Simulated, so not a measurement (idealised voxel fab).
Title: Process Module voxel spacer lines
Displayed cross-section: cut, width of 160 nm, square cells sized 5 nm.
A cross-section in this document is a grid of square cells, and it is written down as bands, the top band listed before the ones below it; a band is made up of one or more rows of cells.
In this notation a band is specified by the heights of its top and bottom, in that order and in nm, after which its materials appear from left to right, each paired with its width in nm. The word "everywhere" attached to a single material means that material fills the band from edge to edge; the word "blank" stands for empty space.
All heights in this document are referenced to 0, defined as the level beneath which the wafer, as received, consists entirely of one material. The lowest band is not bounded below; it extends indefinitely downward and is written in the form "z 0 and below".
Per-row width for "30 to 40": begins at first number (top row of band), ends at second number (bottom row), increment between rows held constant.
"no modification" after a step means that no cell of the cross-section changed.
"Cavities, sealed": sealed empty spaces, 8 cells or more, no open way to top, listed width x height at distance, with distance from the left edge and width, height and distance in nm.
Where a step's line continues beyond its settings, the continuation is a remark by the simulator itself on that step.
The line of a step may include "overlay nm". On a step with a mask, this value is how far to the right of its planned place the mask lay. A negative value means the mask lay to the left.

Plan
1: RECEIVE, material Si
2: CONFORMAL_DEP, material Al2O3, thk nm 5
3: DIRECTIONAL_DEP, material TiN, thk nm 15
4: DIRECTIONAL_DEP, material polySi, thk nm 20
5: PATTERN, tone cover, mask id MANDREL, material resist, width nm 25, pitch nm 80, thk nm 30, overlay nm 0
6: DIRECTIONAL_ETCH, etch materials polySi, depth nm 20
7: STRIP, etch materials resist
8: CONFORMAL_DEP, material SiO2, thk nm 15
9: DIRECTIONAL_ETCH, etch materials SiO2, depth nm 15
10: STRIP, etch materials polySi
11: DIRECTIONAL_ETCH, etch materials TiN, depth nm 5
12: STRIP, etch materials SiO2
13: FILL_DEP, material lowk, thk nm 10
14: CMP, height nm 20
It is noted that the wafers described herein are identical at the outset and are distinguished by the depth nm of step 11; the value stated in the plan corresponds to the first wafer.

Cross-section of the first of several received wafers, showing its state after step 1
	z 0 and below | Si everywhere
	Cavities, sealed: none

Where each wafer stands at the end of the module, a row apiece: cells of each material gained (+) or lost (-) since it was received, then closed voids
depth nm 5; +32 Al2O3; +76 TiN; +20 lowk; Cavities, sealed: none
depth nm 10; +32 Al2O3; +56 TiN; +40 lowk; Cavities, sealed: none
depth nm 15; +32 Al2O3; +36 TiN; +60 lowk; Cavities, sealed: none
depth nm 20; +32 Al2O3; +36 TiN; +60 lowk; Cavities, sealed: none
depth nm 25; +32 Al2O3; +36 TiN; +60 lowk; Cavities, sealed: none
depth nm 30; +32 Al2O3; +36 TiN; +60 lowk; Cavities, sealed: none
